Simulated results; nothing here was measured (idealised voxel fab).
Module name: voxel transistor to metal (process module)
Square cells of 5 nm make up the cross-section cut, whose width is 145 nm.
Just so we're on the same page, the cross-sections are grids of square cells, and they're listed out in bands top to bottom, each band one or more rows deep.
It is stipulated that each band's entry specify, in nanometres, the height of the top of the band and then that of its bottom, followed by the materials of the band in left-to-right sequence, each together with its width in nanometres. A single material marked by the word "throughout" is understood to fill the band from edge to edge; the word "blank" is understood to denote empty space.
For the purposes of this specification, 0 denotes the height below which the wafer in its as-received condition is composed wholly of one material, and the lowermost band, lacking a lower limit, extends downward without end, as expressed in "0 and below".
Graded width ("30 to 40"): value in top row of band = first number; value in bottom row = second number; row-to-row change constant.
When a step is marked "all unchanged", none of the cells in the cross-section changed during that step.
Reported under the label "Sealed cavities" are the empty spaces having no open way to the top and comprising 8 cells or more; the notation for each is width x height at distance, in which the distance is measured from the left edge and all three values are in nm.
after a step's settings: what the simulator itself notes on the step
A step's line can hold "overlay nm"; with a mask on that step, the setting says how far right of the planned place the mask lay, while a negative setting says it lay to the left.
Below you will find pairs of cross-sections. In each, one shows the wafer before one process step and the other after it, with the after view ending at the lowest band that changed. Under each pair is the step separating them, along with its settings. Do not assume the pairs form a chain: they can come from different runs of this module on the same starting wafer, and a pair continues from the pair above it only when its "Pre-step" entry says so.

# Pre-step
- 50 down to 45 = TiN (35)  blank (20)  TiN (35)  blank (20)  TiN (35)
- 45 down to 30 = SiO2 (30)  TiN (5)  blank (20)  TiN (5)  SiO2 (25)  TiN (5)  blank (20)  TiN (5)  SiO2 (30)
- 30 down to 20 = SiO2 (30)  TiN (5)  blank (20)  TiN (5)  SiO2 (5)  SiCN (15)  SiO2 (5)  TiN (5)  blank (20)  TiN (5)  SiO2 (30)
- 20 down to 15 = SiO2 (30)  TiN (5)  blank (20)  TiN (5)  SiO2 (5)  polySi (15)  SiO2 (5)  TiN (5)  blank (20)  TiN (5)  SiO2 (30)
- 15 down to 10 = SiO2 (30)  TiN (30)  SiO2 (5)  polySi (15)  SiO2 (5)  TiN (30)  SiO2 (30)
- 10 down to 0 = SiO2 (45)  SiGe (15)  SiO2 (5)  polySi (15)  SiO2 (5)  SiGe (15)  SiO2 (45)
- 0 down to -5 = SiO2 (20)  SiGe (40)  SiO2 (25)  SiGe (40)  SiO2 (20)
- -5 down to -15 = SiO2 (20)  SiGe (40)  Si (25)  SiGe (40)  SiO2 (20)
- -15 down to -30 = SiO2 (20)  Si (105)  SiO2 (20)
- -30 and below = Si throughout
- Sealed cavities: none

# Post-Step Appearance
- 55 down to 50 = W throughout
- 50 down to 45 = TiN (35)  W (20)  TiN (35)  W (20)  TiN (35)
- 45 down to 30 = SiO2 (30)  TiN (5)  W (20)  TiN (5)  SiO2 (25)  TiN (5)  W (20)  TiN (5)  SiO2 (30)
- 30 down to 20 = SiO2 (30)  TiN (5)  W (20)  TiN (5)  SiO2 (5)  SiCN (15)  SiO2 (5)  TiN (5)  W (20)  TiN (5)  SiO2 (30)
- 20 down to 15 = SiO2 (30)  TiN (5)  W (20)  TiN (5)  SiO2 (5)  polySi (15)  SiO2 (5)  TiN (5)  W (20)  TiN (5)  SiO2 (30)
- No changes below 15.
- Sealed cavities: none
Quick note on the step between the two cross-sections above: FILL_DEP, material W, thk nm 5

Pre-step: starting point is the after cross-section of the pair just above.

# Post-Step Appearance
- 45 down to 30 = SiO2 (30)  TiN (5)  W (20)  TiN (5)  SiO2 (25)  TiN (5)  W (20)  TiN (5)  SiO2 (30)
- No changes below 30.
- Sealed cavities: none
Quick note on the step between the two cross-sections above: CMP, height nm 45

Pre-step: starting point is the after cross-section of the pair just above.

# Post-Step Appearance
- 50 down to 45 = SiN throughout
- No changes below 45.
- Sealed cavities: none
Quick note on the step between the two cross-sections above: CONFORMAL_DEP, material SiN, thk nm 5

Pre-step: starting point is the after cross-section of the pair just above.

# Post-Step Appearance
- 70 down to 50 = SiO2 throughout
- No changes below 50.
- Sealed cavities: none
Quick note on the step between the two cross-sections above: DIRECTIONAL_DEP, material SiO2, thk nm 20

Pre-step: starting point is the after cross-section of the pair just above.

# Post-Step Appearance
- 80 down to 70 = aC throughout
- No changes below 70.
- Sealed cavities: none
Quick note on the step between the two cross-sections above: DIRECTIONAL_DEP, material aC, thk nm 10

Pre-step: starting point is the after cross-section of the pair just above.

# Post-Step Appearance
- 110 down to 80 = resist (30)  blank (15)  resist (55)  blank (15)  resist (30)
- No changes below 80.
- Sealed cavities: none
Quick note on the step between the two cross-sections above: PATTERN, tone open, mask id METAL_1, material resist, width nm 15, pitch nm 70, thk nm 30, overlay nm 0

Pre-step: starting point is the after cross-section of the pair just above.

# Post-Step Appearance
- 100 down to 80 = resist (30)  blank (15)  resist (55)  blank (15)  resist (30)
- 80 down to 70 = aC (30)  blank (15)  aC (55)  blank (15)  aC (30)
- No changes below 70.
- Sealed cavities: none
Quick note on the step between the two cross-sections above: DIRECTIONAL_ETCH, etch materials aC, depth nm 10

Pre-step: starting point is the after cross-section of the pair just above.

# Post-Step Appearance
- 80 down to 70 = aC (30)  blank (15)  aC (55)  blank (15)  aC (30)
- No changes below 70.
- Sealed cavities: none
Quick note on the step between the two cross-sections above: STRIP, etch materials resist

Pre-step: starting point is the after cross-section of the pair just above.

# Post-Step Appearance
- 80 down to 70 = aC (30)  blank (15)  aC (55)  blank (15)  aC (30)
- 70 down to 50 = SiO2 (30)  blank (15)  SiO2 (55)  blank (15)  SiO2 (30)
- No changes below 50.
- Sealed cavities: none
Quick note on the step between the two cross-sections above: DIRECTIONAL_ETCH, etch materials SiO2, depth nm 20

Pre-step: starting point is the after cross-section of the pair just above.

# Post-Step Appearance
- 80 down to 70 = aC (30)  blank (15)  aC (55)  blank (15)  aC (30)
- 70 down to 50 = SiO2 (30)  blank (15)  SiO2 (55)  blank (15)  SiO2 (30)
- 50 down to 45 = SiN (30)  blank (15)  SiN (55)  blank (15)  SiN (30)
- No changes below 45.
- Sealed cavities: none
Quick note on the step between the two cross-sections above: DIRECTIONAL_ETCH, etch materials SiN, depth nm 5

Pre-step: starting point is the after cross-section of the pair just above.

# Post-Step Appearance
- 70 down to 50 = SiO2 (30)  blank (15)  SiO2 (55)  blank (15)  SiO2 (30)
- No changes below 50.
- Sealed cavities: none
Quick note on the step between the two cross-sections above: STRIP, etch materials aC

Pre-step: starting point is the after cross-section of the pair just above.

# Post-Step Appearance
- 75 down to 70 = TiN (35)  blank (5)  TiN (65)  blank (5)  TiN (35)
- 70 down to 50 = SiO2 (30)  TiN (5)  blank (5)  TiN (5)  SiO2 (55)  TiN (5)  blank (5)  TiN (5)  SiO2 (30)
- 50 down to 45 = SiN (30)  TiN (15)  SiN (55)  TiN (15)  SiN (30)
- No changes below 45.
- Sealed cavities: none
Quick note on the step between the two cross-sections above: CONFORMAL_DEP, material TiN, thk nm 5

Pre-step: starting point is the after cross-section of the pair just above.

# Post-Step Appearance
- 85 down to 75 = W throughout
- 75 down to 70 = TiN (35)  W (5)  TiN (65)  W (5)  TiN (35)
- 70 down to 50 = SiO2 (30)  TiN (5)  W (5)  TiN (5)  SiO2 (55)  TiN (5)  W (5)  TiN (5)  SiO2 (30)
- No changes below 50.
- Sealed cavities: none
Quick note on the step between the two cross-sections above: FILL_DEP, material W, thk nm 10

Pre-step: starting point is the after cross-section of the pair just above.

# Post-Step Appearance
- 70 down to 50 = SiO2 (30)  TiN (5)  W (5)  TiN (5)  SiO2 (55)  TiN (5)  W (5)  TiN (5)  SiO2 (30)
- No changes below 50.
- Sealed cavities: none
Quick note on the step between the two cross-sections above: CMP, height nm 70

Pre-step: starting point is the after cross-section of the pair just above.

# Post-Step Appearance
- 75 down to 70 = SiCN throughout
- No changes below 70.
- Sealed cavities: none
Quick note on the step between the two cross-sections above: CONFORMAL_DEP, material SiCN, thk nm 5

Pre-step: starting point is the after cross-section of the pair just above.

# Post-Step Appearance
- 110 down to 75 = lowk throughout
- No changes below 75.
- Sealed cavities: none
Quick note on the step between the two cross-sections above: DIRECTIONAL_DEP, material lowk, thk nm 35

Pre-step: starting point is the after cross-section of the pair just above.

# Post-Step Appearance
- 110 down to 90 = lowk (30)  blank (15)  lowk (55)  blank (15)  lowk (30)
- No changes below 90.
- Sealed cavities: none
Quick note on the step between the two cross-sections above: MASKED_ETCH, tone open, mask id METAL_2, width nm 15, pitch nm 70, etch materials lowk, depth nm 20, overlay nm 0

Pre-step: starting point is the after cross-section of the pair just above.

# Post-Step Appearance
- 125 down to 110 = aC (30)  blank (15)  aC (55)  blank (15)  aC (30)
- 110 down to 105 = lowk (30)  blank (15)  lowk (55)  blank (15)  lowk (30)
- 105 down to 90 = lowk (30)  aC (15)  lowk (55)  aC (15)  lowk (30)
- No changes below 90.
- Sealed cavities: none
Quick note on the step between the two cross-sections above: DIRECTIONAL_DEP, material aC, thk nm 15

Pre-step: starting point is the after cross-section of the pair just above.

# Post-Step Appearance
- 155 down to 125 = resist (30)  blank (15)  resist (55)  blank (15)  resist (30)
- No changes below 125.
- Sealed cavities: none
Quick note on the step between the two cross-sections above: PATTERN, tone open, mask id METAL_2_HOLES, material resist, width nm 15, pitch nm 70, thk nm 30, overlay nm 0

Pre-step: starting point is the after cross-section of the pair just above.

# Post-Step Appearance
- 140 down to 125 = resist (30)  blank (15)  resist (55)  blank (15)  resist (30)
- 125 down to 110 = aC (30)  blank (15)  aC (55)  blank (15)  aC (30)
- 110 down to 90 = lowk (30)  blank (15)  lowk (55)  blank (15)  lowk (30)
- No changes below 90.
- Sealed cavities: none
Quick note on the step between the two cross-sections above: DIRECTIONAL_ETCH, etch materials aC, depth nm 15

Pre-step: starting point is the after cross-section of the pair just above.

# Post-Step Appearance
- 125 down to 110 = aC (30)  blank (15)  aC (55)  blank (15)  aC (30)
- No changes below 110.
- Sealed cavities: none
Quick note on the step between the two cross-sections above: STRIP, etch materials resist

Pre-step: starting point is the after cross-section of the pair just above.

# Post-Step Appearance
- 125 down to 110 = aC (30)  blank (15)  aC (55)  blank (15)  aC (30)
- 110 down to 75 = lowk (30)  blank (15)  lowk (55)  blank (15)  lowk (30)
- No changes below 75.
- Sealed cavities: none
Quick note on the step between the two cross-sections above: DIRECTIONAL_ETCH, etch materials lowk, depth nm 15

Pre-step: starting point is the after cross-section of the pair just above.

# Post-Step Appearance
- 125 down to 110 = aC (30)  blank (15)  aC (55)  blank (15)  aC (30)
- 110 down to 75 = lowk (30)  blank (15)  lowk (55)  blank (15)  lowk (30)
- 75 down to 70 = SiCN (30)  blank (15)  SiCN (55)  blank (15)  SiCN (30)
- No changes below 70.
- Sealed cavities: none
Quick note on the step between the two cross-sections above: DIRECTIONAL_ETCH, etch materials SiCN, depth nm 5

Pre-step: starting point is the after cross-section of the pair just above.

# Post-Step Appearance
- 110 down to 75 = lowk (30)  blank (15)  lowk (55)  blank (15)  lowk (30)
- No changes below 75.
- Sealed cavities: none
Quick note on the step between the two cross-sections above: STRIP, etch materials aC

Pre-step: starting point is the after cross-section of the pair just above.

# Post-Step Appearance
- 115 down to 110 = TiN (35)  blank (5)  TiN (65)  blank (5)  TiN (35)
- 110 down to 75 = lowk (30)  TiN (5)  blank (5)  TiN (5)  lowk (55)  TiN (5)  blank (5)  TiN (5)  lowk (30)
- 75 down to 70 = SiCN (30)  TiN (15)  SiCN (55)  TiN (15)  SiCN (30)
- No changes below 70.
- Sealed cavities: none
Quick note on the step between the two cross-sections above: CONFORMAL_DEP, material TiN, thk nm 5

Pre-step: starting point is the after cross-section of the pair just above.

# Post-Step Appearance
- 125 down to 115 = Ru throughout
- 115 down to 110 = TiN (35)  Ru (5)  TiN (65)  Ru (5)  TiN (35)
- 110 down to 75 = lowk (30)  TiN (5)  Ru (5)  TiN (5)  lowk (55)  TiN (5)  Ru (5)  TiN (5)  lowk (30)
- No changes below 75.
- Sealed cavities: none
Quick note on the step between the two cross-sections above: FILL_DEP, material Ru, thk nm 10

Pre-step: starting point is the after cross-section of the pair just above.

# Post-Step Appearance
- 110 down to 75 = lowk (30)  TiN (5)  Ru (5)  TiN (5)  lowk (55)  TiN (5)  Ru (5)  TiN (5)  lowk (30)
- No changes below 75.
- Sealed cavities: none
Quick note on the step between the two cross-sections above: CMP, height nm 110

Pre-step: starting point is the after cross-section of the pair just above.

# Post-Step Appearance
- 115 down to 110 = SiN throughout
- No changes below 110.
- Sealed cavities: none
Quick note on the step between the two cross-sections above: CONFORMAL_DEP, material SiN, thk nm 5

# Pre-step
- 30 down to 25 = blank (55)  SiN (5)  blank (5)  SiCN (15)  blank (5)  SiN (5)  blank (55)
- 25 down to 20 = blank (55)  SiN (5)  SiO2 (5)  SiCN (15)  SiO2 (5)  SiN (5)  blank (55)
- 20 down to 10 = blank (55)  SiN (5)  SiO2 (5)  polySi (15)  SiO2 (5)  SiN (5)  blank (55)
- 10 down to 5 = blank (20)  SiGe (35)  SiN (5)  SiO2 (5)  polySi (15)  SiO2 (5)  SiN (5)  SiGe (35)  blank (20)
- 5 down to 0 = blank (20)  SiN (5)  SiGe (30)  SiN (5)  SiO2 (5)  polySi (15)  SiO2 (5)  SiN (5)  SiGe (30)  SiN (5)  blank (20)
- 0 down to -5 = SiO2 (25)  SiGe (30)  SiO2 (35)  SiGe (30)  SiO2 (25)
- -5 down to -15 = SiO2 (20)  Si (5)  SiGe (30)  Si (35)  SiGe (30)  Si (5)  SiO2 (20)
- -15 down to -30 = SiO2 (20)  Si (105)  SiO2 (20)
- -30 and below = Si throughout
- Sealed cavities: none

# Post-Step Appearance
- 30 down to 25 = blank (55)  SiN (5)  blank (5)  SiCN (15)  blank (5)  SiN (5)  blank (55)
- 25 down to 20 = blank (5)  SiGe (50)  SiN (5)  SiO2 (5)  SiCN (15)  SiO2 (5)  SiN (5)  SiGe (50)  blank (5)
- 20 down to 5 = blank (5)  SiGe (50)  SiN (5)  SiO2 (5)  polySi (15)  SiO2 (5)  SiN (5)  SiGe (50)  blank (5)
- 5 down to 0 = blank (5)  SiGe (15)  SiN (5)  SiGe (30)  SiN (5)  SiO2 (5)  polySi (15)  SiO2 (5)  SiN (5)  SiGe (30)  SiN (5)  SiGe (15)  blank (5)
- No changes below 0.
- Sealed cavities: none
Quick note on the step between the two cross-sections above: EPI, material SiGe, thk nm 15

Pre-step: starting point is the after cross-section of the pair just above.

# Post-Step Appearance
- 40 down to 30 = SiO2 throughout
- 30 down to 25 = SiO2 (55)  SiN (5)  SiO2 (5)  SiCN (15)  SiO2 (5)  SiN (5)  SiO2 (55)
- 25 down to 20 = SiO2 (5)  SiGe (50)  SiN (5)  SiO2 (5)  SiCN (15)  SiO2 (5)  SiN (5)  SiGe (50)  SiO2 (5)
- 20 down to 5 = SiO2 (5)  SiGe (50)  SiN (5)  SiO2 (5)  polySi (15)  SiO2 (5)  SiN (5)  SiGe (50)  SiO2 (5)
- 5 down to 0 = SiO2 (5)  SiGe (15)  SiN (5)  SiGe (30)  SiN (5)  SiO2 (5)  polySi (15)  SiO2 (5)  SiN (5)  SiGe (30)  SiN (5)  SiGe (15)  SiO2 (5)
- No changes below 0.
- Sealed cavities: none
Quick note on the step between the two cross-sections above: FILL_DEP, material SiO2, thk nm 10

Pre-step: starting point is the after cross-section of the pair just above.

# Post-Step Appearance
- 30 down to 25 = SiO2 (55)  SiN (5)  SiO2 (5)  SiCN (15)  SiO2 (5)  SiN (5)  SiO2 (55)
- No changes below 25.
- Sealed cavities: none
Quick note on the step between the two cross-sections above: CMP, height nm 30

Pre-step: starting point is the after cross-section of the pair just above.

# Post-Step Appearance
- 45 down to 30 = SiO2 throughout
- No changes below 30.
- Sealed cavities: none
Quick note on the step between the two cross-sections above: DIRECTIONAL_DEP, material SiO2, thk nm 15

Pre-step: starting point is the after cross-section of the pair just above.

# Post-Step Appearance
- 45 down to 30 = SiO2 (30)  blank (30)  SiO2 (25)  blank (30)  SiO2 (30)
- 30 down to 25 = SiO2 (30)  blank (25)  SiN (5)  SiO2 (5)  SiCN (15)  SiO2 (5)  SiN (5)  blank (25)  SiO2 (30)
- No changes below 25.
- Sealed cavities: none
Quick note on the step between the two cross-sections above: MASKED_ETCH, tone open, mask id CONTACT, width nm 30, pitch nm 55, etch materials SiO2, depth nm 35, overlay nm 0

Pre-step: starting point is the after cross-section of the pair just above.

# Post-Step Appearance
- 50 down to 45 = TiN (35)  blank (20)  TiN (35)  blank (20)  TiN (35)
- 45 down to 35 = SiO2 (30)  TiN (5)  blank (20)  TiN (5)  SiO2 (25)  TiN (5)  blank (20)  TiN (5)  SiO2 (30)
- 35 down to 30 = SiO2 (30)  TiN (5)  blank (15)  TiN (10)  SiO2 (25)  TiN (10)  blank (15)  TiN (5)  SiO2 (30)
- 30 down to 25 = SiO2 (30)  TiN (25)  SiN (5)  SiO2 (5)  SiCN (15)  SiO2 (5)  SiN (5)  TiN (25)  SiO2 (30)
- No changes below 25.
- Sealed cavities: none
Quick note on the step between the two cross-sections above: CONFORMAL_DEP, material TiN, thk nm 5

Pre-step: starting point is the after cross-section of the pair just above.

# Post-Step Appearance
- 55 down to 50 = W throughout
- 50 down to 45 = TiN (35)  W (20)  TiN (35)  W (20)  TiN (35)
- 45 down to 35 = SiO2 (30)  TiN (5)  W (20)  TiN (5)  SiO2 (25)  TiN (5)  W (20)  TiN (5)  SiO2 (30)
- 35 down to 30 = SiO2 (30)  TiN (5)  W (15)  TiN (10)  SiO2 (25)  TiN (10)  W (15)  TiN (5)  SiO2 (30)
- No changes below 30.
- Sealed cavities: none
Quick note on the step between the two cross-sections above: FILL_DEP, material W, thk nm 5

Pre-step: starting point is the after cross-section of the pair just above.

# Post-Step Appearance
- 45 down to 35 = SiO2 (30)  TiN (5)  W (20)  TiN (5)  SiO2 (25)  TiN (5)  W (20)  TiN (5)  SiO2 (30)
- No changes below 35.
- Sealed cavities: none
Quick note on the step between the two cross-sections above: CMP, height nm 45

Pre-step: starting point is the after cross-section of the pair just above.

# Post-Step Appearance
- 50 down to 45 = SiN throughout
- No changes below 45.
- Sealed cavities: none
Quick note on the step between the two cross-sections above: CONFORMAL_DEP, material SiN, thk nm 5

Pre-step: starting point is the after cross-section of the pair just above.

# Post-Step Appearance
- 70 down to 50 = SiO2 throughout
- No changes below 50.
- Sealed cavities: none
Quick note on the step between the two cross-sections above: DIRECTIONAL_DEP, material SiO2, thk nm 20

Pre-step: starting point is the after cross-section of the pair just above.

# Post-Step Appearance
- 80 down to 70 = aC throughout
- No changes below 70.
- Sealed cavities: none
Quick note on the step between the two cross-sections above: DIRECTIONAL_DEP, material aC, thk nm 10

Pre-step: starting point is the after cross-section of the pair just above.

# Post-Step Appearance
- 110 down to 80 = resist (30)  blank (15)  resist (55)  blank (15)  resist (30)
- No changes below 80.
- Sealed cavities: none
Quick note on the step between the two cross-sections above: PATTERN, tone open, mask id METAL_1, material resist, width nm 15, pitch nm 70, thk nm 30, overlay nm 0

Pre-step: starting point is the after cross-section of the pair just above.

# Post-Step Appearance
- 100 down to 80 = resist (30)  blank (15)  resist (55)  blank (15)  resist (30)
- 80 down to 70 = aC (30)  blank (15)  aC (55)  blank (15)  aC (30)
- No changes below 70.
- Sealed cavities: none
Quick note on the step between the two cross-sections above: DIRECTIONAL_ETCH, etch materials aC, depth nm 10

Pre-step: starting point is the after cross-section of the pair just above.

# Post-Step Appearance
- 80 down to 70 = aC (30)  blank (15)  aC (55)  blank (15)  aC (30)
- No changes below 70.
- Sealed cavities: none
Quick note on the step between the two cross-sections above: STRIP, etch materials resist

Pre-step: starting point is the after cross-section of the pair just above.

# Post-Step Appearance
- 80 down to 70 = aC (30)  blank (15)  aC (55)  blank (15)  aC (30)
- 70 down to 50 = SiO2 (30)  blank (15)  SiO2 (55)  blank (15)  SiO2 (30)
- No changes below 50.
- Sealed cavities: none
Quick note on the step between the two cross-sections above: DIRECTIONAL_ETCH, etch materials SiO2, depth nm 20

Pre-step: starting point is the after cross-section of the pair just above.

# Post-Step Appearance
- 80 down to 70 = aC (30)  blank (15)  aC (55)  blank (15)  aC (30)
- 70 down to 50 = SiO2 (30)  blank (15)  SiO2 (55)  blank (15)  SiO2 (30)
- 50 down to 45 = SiN (30)  blank (15)  SiN (55)  blank (15)  SiN (30)
- No changes below 45.
- Sealed cavities: none
Quick note on the step between the two cross-sections above: DIRECTIONAL_ETCH, etch materials SiN, depth nm 5

Pre-step: starting point is the after cross-section of the pair just above.

# Post-Step Appearance
- 70 down to 50 = SiO2 (30)  blank (15)  SiO2 (55)  blank (15)  SiO2 (30)
- No changes below 50.
- Sealed cavities: none
Quick note on the step between the two cross-sections above: STRIP, etch materials aC

Pre-step: starting point is the after cross-section of the pair just above.

# Post-Step Appearance
- 75 down to 70 = TiN (35)  blank (5)  TiN (65)  blank (5)  TiN (35)
- 70 down to 50 = SiO2 (30)  TiN (5)  blank (5)  TiN (5)  SiO2 (55)  TiN (5)  blank (5)  TiN (5)  SiO2 (30)
- 50 down to 45 = SiN (30)  TiN (15)  SiN (55)  TiN (15)  SiN (30)
- No changes below 45.
- Sealed cavities: none
Quick note on the step between the two cross-sections above: CONFORMAL_DEP, material TiN, thk nm 5

Pre-step: starting point is the after cross-section of the pair just above.

# Post-Step Appearance
- 85 down to 75 = W throughout
- 75 down to 70 = TiN (35)  W (5)  TiN (65)  W (5)  TiN (35)
- 70 down to 50 = SiO2 (30)  TiN (5)  W (5)  TiN (5)  SiO2 (55)  TiN (5)  W (5)  TiN (5)  SiO2 (30)
- No changes below 50.
- Sealed cavities: none
Quick note on the step between the two cross-sections above: FILL_DEP, material W, thk nm 10

Pre-step: starting point is the after cross-section of the pair just above.

# Post-Step Appearance
- 70 down to 50 = SiO2 (30)  TiN (5)  W (5)  TiN (5)  SiO2 (55)  TiN (5)  W (5)  TiN (5)  SiO2 (30)
- No changes below 50.
- Sealed cavities: none
Quick note on the step between the two cross-sections above: CMP, height nm 70

Pre-step: starting point is the after cross-section of the pair just above.

# Post-Step Appearance
- 75 down to 70 = SiCN throughout
- No changes below 70.
- Sealed cavities: none
Quick note on the step between the two cross-sections above: CONFORMAL_DEP, material SiCN, thk nm 5

Pre-step: starting point is the after cross-section of the pair just above.

# Post-Step Appearance
- 110 down to 75 = lowk throughout
- No changes below 75.
- Sealed cavities: none
Quick note on the step between the two cross-sections above: DIRECTIONAL_DEP, material lowk, thk nm 35

Pre-step: starting point is the after cross-section of the pair just above.

# Post-Step Appearance
- 110 down to 90 = lowk (30)  blank (15)  lowk (55)  blank (15)  lowk (30)
- No changes below 90.
- Sealed cavities: none
Quick note on the step between the two cross-sections above: MASKED_ETCH, tone open, mask id METAL_2, width nm 15, pitch nm 70, etch materials lowk, depth nm 20, overlay nm 0

Pre-step: starting point is the after cross-section of the pair just above.

# Post-Step Appearance
- 125 down to 110 = aC (30)  blank (15)  aC (55)  blank (15)  aC (30)
- 110 down to 105 = lowk (30)  blank (15)  lowk (55)  blank (15)  lowk (30)
- 105 down to 90 = lowk (30)  aC (15)  lowk (55)  aC (15)  lowk (30)
- No changes below 90.
- Sealed cavities: none
Quick note on the step between the two cross-sections above: DIRECTIONAL_DEP, material aC, thk nm 15

Pre-step: starting point is the after cross-section of the pair just above.

# Post-Step Appearance
- 155 down to 125 = resist (30)  blank (15)  resist (55)  blank (15)  resist (30)
- No changes below 125.
- Sealed cavities: none
Quick note on the step between the two cross-sections above: PATTERN, tone open, mask id METAL_2_HOLES, material resist, width nm 15, pitch nm 70, thk nm 30, overlay nm 0

Pre-step: starting point is the after cross-section of the pair just above.

# Post-Step Appearance
- 140 down to 125 = resist (30)  blank (15)  resist (55)  blank (15)  resist (30)
- 125 down to 110 = aC (30)  blank (15)  aC (55)  blank (15)  aC (30)
- 110 down to 90 = lowk (30)  blank (15)  lowk (55)  blank (15)  lowk (30)
- No changes below 90.
- Sealed cavities: none
Quick note on the step between the two cross-sections above: DIRECTIONAL_ETCH, etch materials aC, depth nm 15

Pre-step: starting point is the after cross-section of the pair just above.

# Post-Step Appearance
- 125 down to 110 = aC (30)  blank (15)  aC (55)  blank (15)  aC (30)
- No changes below 110.
- Sealed cavities: none
Quick note on the step between the two cross-sections above: STRIP, etch materials resist

Pre-step: starting point is the after cross-section of the pair just above.

# Post-Step Appearance
- 125 down to 110 = aC (30)  blank (15)  aC (55)  blank (15)  aC (30)
- 110 down to 75 = lowk (30)  blank (15)  lowk (55)  blank (15)  lowk (30)
- No changes below 75.
- Sealed cavities: none
Quick note on the step between the two cross-sections above: DIRECTIONAL_ETCH, etch materials lowk, depth nm 15

Pre-step: starting point is the after cross-section of the pair just above.

# Post-Step Appearance
- 125 down to 110 = aC (30)  blank (15)  aC (55)  blank (15)  aC (30)
- 110 down to 75 = lowk (30)  blank (15)  lowk (55)  blank (15)  lowk (30)
- 75 down to 70 = SiCN (30)  blank (15)  SiCN (55)  blank (15)  SiCN (30)
- No changes below 70.
- Sealed cavities: none
Quick note on the step between the two cross-sections above: DIRECTIONAL_ETCH, etch materials SiCN, depth nm 5

Pre-step: starting point is the after cross-section of the pair just above.

# Post-Step Appearance
- 110 down to 75 = lowk (30)  blank (15)  lowk (55)  blank (15)  lowk (30)
- No changes below 75.
- Sealed cavities: none
Quick note on the step between the two cross-sections above: STRIP, etch materials aC

Pre-step: starting point is the after cross-section of the pair just above.

# Post-Step Appearance
- 115 down to 110 = TiN (35)  blank (5)  TiN (65)  blank (5)  TiN (35)
- 110 down to 75 = lowk (30)  TiN (5)  blank (5)  TiN (5)  lowk (55)  TiN (5)  blank (5)  TiN (5)  lowk (30)
- 75 down to 70 = SiCN (30)  TiN (15)  SiCN (55)  TiN (15)  SiCN (30)
- No changes below 70.
- Sealed cavities: none
Quick note on the step between the two cross-sections above: CONFORMAL_DEP, material TiN, thk nm 5

Pre-step: starting point is the after cross-section of the pair just above.

# Post-Step Appearance
- 125 down to 115 = Ru throughout
- 115 down to 110 = TiN (35)  Ru (5)  TiN (65)  Ru (5)  TiN (35)
- 110 down to 75 = lowk (30)  TiN (5)  Ru (5)  TiN (5)  lowk (55)  TiN (5)  Ru (5)  TiN (5)  lowk (30)
- No changes below 75.
- Sealed cavities: none
Quick note on the step between the two cross-sections above: FILL_DEP, material Ru, thk nm 10

Pre-step: starting point is the after cross-section of the pair just above.

# Post-Step Appearance
- 110 down to 75 = lowk (30)  TiN (5)  Ru (5)  TiN (5)  lowk (55)  TiN (5)  Ru (5)  TiN (5)  lowk (30)
- No changes below 75.
- Sealed cavities: none
Quick note on the step between the two cross-sections above: CMP, height nm 110

Pre-step: starting point is the after cross-section of the pair just above.

# Post-Step Appearance
- 115 down to 110 = SiN throughout
- No changes below 110.
- Sealed cavities: none
Quick note on the step between the two cross-sections above: CONFORMAL_DEP, material SiN, thk nm 5

# Pre-step
- 70 down to 50 = SiO2 (30)  TiN (5)  W (5)  TiN (5)  SiO2 (55)  TiN (5)  W (5)  TiN (5)  SiO2 (30)
- 50 down to 45 = SiN (30)  TiN (15)  SiN (55)  TiN (15)  SiN (30)
- 45 down to 35 = SiO2 (30)  TiN (5)  W (20)  TiN (5)  SiO2 (25)  TiN (5)  W (20)  TiN (5)  SiO2 (30)
- 35 down to 30 = SiO2 (30)  TiN (5)  W (15)  TiN (10)  SiO2 (25)  TiN (10)  W (15)  TiN (5)  SiO2 (30)
- 30 down to 20 = SiO2 (30)  TiN (5)  W (15)  TiN (5)  SiN (5)  SiO2 (5)  SiCN (15)  SiO2 (5)  SiN (5)  TiN (5)  W (15)  TiN (5)  SiO2 (30)
- 20 down to 15 = SiO2 (30)  TiN (5)  W (15)  TiN (5)  SiN (5)  SiO2 (5)  polySi (15)  SiO2 (5)  SiN (5)  TiN (5)  W (15)  TiN (5)  SiO2 (30)
- 15 down to 10 = SiO2 (30)  TiN (25)  SiN (5)  SiO2 (5)  polySi (15)  SiO2 (5)  SiN (5)  TiN (25)  SiO2 (30)
- 10 down to 5 = SiO2 (20)  SiGe (35)  SiN (5)  SiO2 (5)  polySi (15)  SiO2 (5)  SiN (5)  SiGe (35)  SiO2 (20)
- 5 down to 0 = SiO2 (20)  SiN (5)  SiGe (30)  SiN (5)  SiO2 (5)  polySi (15)  SiO2 (5)  SiN (5)  SiGe (30)  SiN (5)  SiO2 (20)
- 0 down to -5 = SiO2 (25)  SiGe (30)  SiO2 (35)  SiGe (30)  SiO2 (25)
- -5 down to -15 = SiO2 (20)  Si (5)  SiGe (30)  Si (35)  SiGe (30)  Si (5)  SiO2 (20)
- -15 down to -30 = SiO2 (20)  Si (105)  SiO2 (20)
- -30 and below = Si throughout
- Sealed cavities: none

# Post-Step Appearance
- 105 down to 70 = lowk throughout
- No changes below 70.
- Sealed cavities: none
Quick note on the step between the two cross-sections above: DIRECTIONAL_DEP, material lowk, thk nm 35

Pre-step: starting point is the after cross-section of the pair just above.

# Post-Step Appearance
- 110 down to 105 = SiCN throughout
- No changes below 105.
- Sealed cavities: none
Quick note on the step between the two cross-sections above: CONFORMAL_DEP, material SiCN, thk nm 5

Pre-step: starting point is the after cross-section of the pair just above.

# Post-Step Appearance
- 125 down to 110 = aC throughout
- No changes below 110.
- Sealed cavities: none
Quick note on the step between the two cross-sections above: DIRECTIONAL_DEP, material aC, thk nm 15

Pre-step: starting point is the after cross-section of the pair just above.

# Post-Step Appearance
- 155 down to 125 = resist (30)  blank (15)  resist (55)  blank (15)  resist (30)
- No changes below 125.
- Sealed cavities: none
Quick note on the step between the two cross-sections above: PATTERN, tone open, mask id METAL_2_HOLES, material resist, width nm 15, pitch nm 70, thk nm 30, overlay nm 0

Pre-step: starting point is the after cross-section of the pair just above.

# Post-Step Appearance
- 140 down to 125 = resist (30)  blank (15)  resist (55)  blank (15)  resist (30)
- 125 down to 110 = aC (30)  blank (15)  aC (55)  blank (15)  aC (30)
- No changes below 110.
- Sealed cavities: none
Quick note on the step between the two cross-sections above: DIRECTIONAL_ETCH, etch materials aC, depth nm 15

Pre-step: starting point is the after cross-section of the pair just above.

# Post-Step Appearance
- 125 down to 110 = aC (30)  blank (15)  aC (55)  blank (15)  aC (30)
- No changes below 110.
- Sealed cavities: none
Quick note on the step between the two cross-sections above: STRIP, etch materials resist
